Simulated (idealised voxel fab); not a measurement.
The process module that follows is named voxel released beams.
Section cut is 220 nm wide and gridded with 5 nm square cells.
Notation: cross-section as square-cell grid; stated in bands, top first, going down; one or more cell rows per band. The entry gives the band's vertical extent as a top height and a bottom height in nm, then its horizontal make-up as materials from left to right, each with a width in nm. "air" stands for empty space; a single material marked "everywhere" fills the band edge to edge. Where do heights start? At 0: under that level the wafer as delivered is made of one material only. And the lowest band has no floor; it just carries on downward, as in "0..down". Think of "30 to 40" as a width that walks from the first number to the second as you go down the band, top row to bottom row, taking equal-sized steps from row to row. No cell of the cross-section changed in a step that is given as "no modification". "Cavities, sealed" lists enclosed empty spaces (at least 8 cells, no open path upward to the top), each as width x height at distance from the left edge, in nm. Post-settings text on a step line: simulator's own remark regarding the step. On any step carrying a mask, the "overlay nm" setting, if present on the step's line, tells how far right of its planned place the mask lay; negative values point to the left.

The following list gives the planned process steps:
| 1 | RECEIVE,material Si |
| 2 | CONFORMAL_DEP,material SiN,thk nm 5 |
| 3 | DIRECTIONAL_DEP,material SiO2,thk nm 20 |
| 4 | PATTERN,tone open,mask id ANCHOR,material resist,width nm 35,thk nm 20,overlay nm 0 |
| 5 | DIRECTIONAL_ETCH,etch materials SiO2,depth nm 20 |
| 6 | STRIP,etch materials resist |
| 7 | CONFORMAL_DEP,material W,thk nm 15 |
| 8 | PATTERN,tone cover,mask id BEAM,material resist,width nm 95,thk nm 20,overlay nm 0 |
| 9 | DIRECTIONAL_ETCH,etch materials W,depth nm 15 |
| 10 | STRIP,etch materials resist |
| 11 | STRIP,etch materials SiO2 |
Quick note for whoever runs this: the wafers start identical, but the width nm at step 4 isn't the same across them. The plan just shows what the first wafer had.

After step 1, as received: first of several wafers, cross-section:
  0..down | Si everywhere
  Cavities, sealed: none

For your reference, the table is organized with a row per wafer; each row reflects the wafer at the end of the module, indicating for each material the cells gained (+) or lost (-) since receipt, and thereafter its closed voids:
width nm 35; +44 SiN; +81 W; Cavities, sealed: none
width nm 40; +44 SiN; +81 W; Cavities, sealed: none
width nm 45; +44 SiN; +81 W; Cavities, sealed: none
width nm 50; +44 SiN; +81 W; Cavities, sealed: none
width nm 55; +44 SiN; +81 W; Cavities, sealed: none
width nm 60; +44 SiN; +81 W; Cavities, sealed: none
